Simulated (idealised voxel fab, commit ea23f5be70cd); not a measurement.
Process module name: voxel ribs on slabs
Cross-sectional view cut (width: 155 nm; square cell size: 5 nm).
How to read a cross-section here: the picture is a grid of square cells, written as bands going from the top down, and any band can span one or more rows of cells. The entry gives the band's vertical extent as a top height and a bottom height in nm, then its horizontal make-up as materials from left to right, each with a width in nm. "air" stands for empty space; a single material marked "all across" fills the band edge to edge. Height reference: 0 = level under which incoming wafer is all one material. Lowest band: no bottom, runs on downward, e.g. "0 -> down". Read "30..40" as a graded width: first number on top, second number at the bottom, same change between each pair of neighbouring rows. Take "remained unchanged" at face value: in the step it is given for, the cross-section changed in none of its cells. Heads up: "Enclosed void listing" only lists the empty pockets with no open path to the top that are 8 cells or more, and it writes them as width x height at distance, distance from the left edge, in nm. Formally, on a step line, whatever follows the settings is a remark that the simulator itself makes on the step. A step's line can hold "overlay nm"; with a mask on that step, the setting says how far right of the planned place the mask lay, while a negative setting says it lay to the left.

These are the steps we planned for the process:
1. RECEIVE (material Si)
2. DIRECTIONAL_DEP (material SiO2; thk nm 20)
3. DIRECTIONAL_DEP (material polySi; thk nm 25)
4. PATTERN (tone cover; mask id RIB; material resist; width nm 25; thk nm 15; overlay nm 0)
5. DIRECTIONAL_ETCH (etch materials polySi; depth nm 5)
6. STRIP (etch materials resist)
7. MASKED_ETCH (tone cover; mask id SLAB; width nm 85; etch materials polySi; depth nm 20; overlay nm 0)
8. FILL_DEP (material SiO2; thk nm 30)
9. CMP (height nm 65)
10. DIRECTIONAL_DEP (material TiN; thk nm 10)
11. DIRECTIONAL_DEP (material aC; thk nm 10)
12. PATTERN (tone cover; mask id HEATER; material resist; width nm 35; thk nm 30; overlay nm 0)
13. DIRECTIONAL_ETCH (etch materials aC; depth nm 10)
14. STRIP (etch materials resist)
15. DIRECTIONAL_ETCH (etch materials TiN; depth nm 10)
16. STRIP (etch materials aC)
17. CONFORMAL_DEP (material SiN; thk nm 10)

Run as planned: first of two wafers:

Incoming wafer, cross-sectional view, post step 1:
> 0 -> down = Si all across
> Enclosed void listing: none

How the wafer stands in section after step 2:
> 20 -> 0 = SiO2 all across
> Lower than 0, everything is as it was.

How the wafer stands in section after step 3:
> 45 -> 20 = polySi all across
> Lower than 20, everything is as it was.

How the wafer stands in section after step 4:
> 60 -> 45 = 65 of air; 25 of resist; 65 of air
> Lower than 45, everything is as it was.

How the wafer stands in section after step 5:
> 60 -> 45 = 65 of air; 25 of resist; 65 of air
> 45 -> 40 = 65 of air; 25 of polySi; 65 of air
> Lower than 40, everything is as it was.

How the wafer stands in section after step 6:
> 45 -> 40 = 65 of air; 25 of polySi; 65 of air
> Lower than 40, everything is as it was.

How the wafer stands in section after step 7:
> 45 -> 40 = 65 of air; 25 of polySi; 65 of air
> 40 -> 20 = 35 of air; 85 of polySi; 35 of air
> Lower than 20, everything is as it was.

How the wafer stands in section after step 8:
> 75 -> 45 = SiO2 all across
> 45 -> 40 = 65 of SiO2; 25 of polySi; 65 of SiO2
> 40 -> 20 = 35 of SiO2; 85 of polySi; 35 of SiO2
> Lower than 20, everything is as it was.

How the wafer stands in section after step 9:
> 65 -> 45 = SiO2 all across
> Lower than 45, everything is as it was.

How the wafer stands in section after step 10:
> 75 -> 65 = TiN all across
> Lower than 65, everything is as it was.

How the wafer stands in section after step 11:
> 85 -> 75 = aC all across
> Lower than 75, everything is as it was.

How the wafer stands in section after step 12:
> 115 -> 85 = 60 of air; 35 of resist; 60 of air
> Lower than 85, everything is as it was.

How the wafer stands in section after step 13:
> 105 -> 85 = 60 of air; 35 of resist; 60 of air
> 85 -> 75 = 60 of air; 35 of aC; 60 of air
> Lower than 75, everything is as it was.

How the wafer stands in section after step 14:
> 85 -> 75 = 60 of air; 35 of aC; 60 of air
> Lower than 75, everything is as it was.

How the wafer stands in section after step 15:
> 85 -> 75 = 60 of air; 35 of aC; 60 of air
> 75 -> 65 = 60 of air; 35 of TiN; 60 of air
> Lower than 65, everything is as it was.

How the wafer stands in section after step 16:
> 75 -> 65 = 60 of air; 35 of TiN; 60 of air
> Lower than 65, everything is as it was.

How the wafer stands in section after step 17:
> 85 -> 75 = 50 of air; 55 of SiN; 50 of air
> 75 -> 65 = 60 of SiN; 35 of TiN; 60 of SiN
> Lower than 65, everything is as it was.

The second wafer began exactly as the first did and followed the same plan, but one mistake was made while running it; through step 6 inclusive, the two wafers are identical:

What the second wafer looks like in cross-section when step 7 should have wrapped up:
> 45 -> 40 = 65 of air; 25 of polySi; 65 of air
> 40 -> 20 = 40 of air; 75 of polySi; 40 of air
> Lower than 20, everything is as it was.

What the second wafer looks like in cross-section when step 8 should have wrapped up:
> 75 -> 45 = SiO2 all across
> 45 -> 40 = 65 of SiO2; 25 of polySi; 65 of SiO2
> 40 -> 20 = 40 of SiO2; 75 of polySi; 40 of SiO2
> Lower than 20, everything is as it was.

What the second wafer looks like in cross-section when step 9 should have wrapped up:
> 65 -> 45 = SiO2 all across
> Lower than 45, everything is as it was.

What the second wafer looks like in cross-section when step 10 should have wrapped up:
> 75 -> 65 = TiN all across
> Lower than 65, everything is as it was.

What the second wafer looks like in cross-section when step 11 should have wrapped up:
> 85 -> 75 = aC all across
> Lower than 75, everything is as it was.

What the second wafer looks like in cross-section when step 12 should have wrapped up:
> 115 -> 85 = 60 of air; 35 of resist; 60 of air
> Lower than 85, everything is as it was.

What the second wafer looks like in cross-section when step 13 should have wrapped up:
> 105 -> 85 = 60 of air; 35 of resist; 60 of air
> 85 -> 75 = 60 of air; 35 of aC; 60 of air
> Lower than 75, everything is as it was.

What the second wafer looks like in cross-section when step 14 should have wrapped up:
> 85 -> 75 = 60 of air; 35 of aC; 60 of air
> Lower than 75, everything is as it was.

What the second wafer looks like in cross-section when step 15 should have wrapped up:
> 85 -> 75 = 60 of air; 35 of aC; 60 of air
> 75 -> 65 = 60 of air; 35 of TiN; 60 of air
> Lower than 65, everything is as it was.

What the second wafer looks like in cross-section when step 16 should have wrapped up:
> 75 -> 65 = 60 of air; 35 of TiN; 60 of air
> Lower than 65, everything is as it was.

What the second wafer looks like in cross-section when step 17 should have wrapped up:
> 85 -> 75 = 50 of air; 55 of SiN; 50 of air
> 75 -> 65 = 60 of SiN; 35 of TiN; 60 of SiN
> Lower than 65, everything is as it was.
Deviation noted in wafer processing: step 7 was run on a setting that differed from the plan, and what really ran there is MASKED_ETCH (tone cover; mask id SLAB; width nm 75; etch materials polySi; depth nm 20; overlay nm 0)
at the end the second wafer has, in cells: SiO2 +8, polySi -8
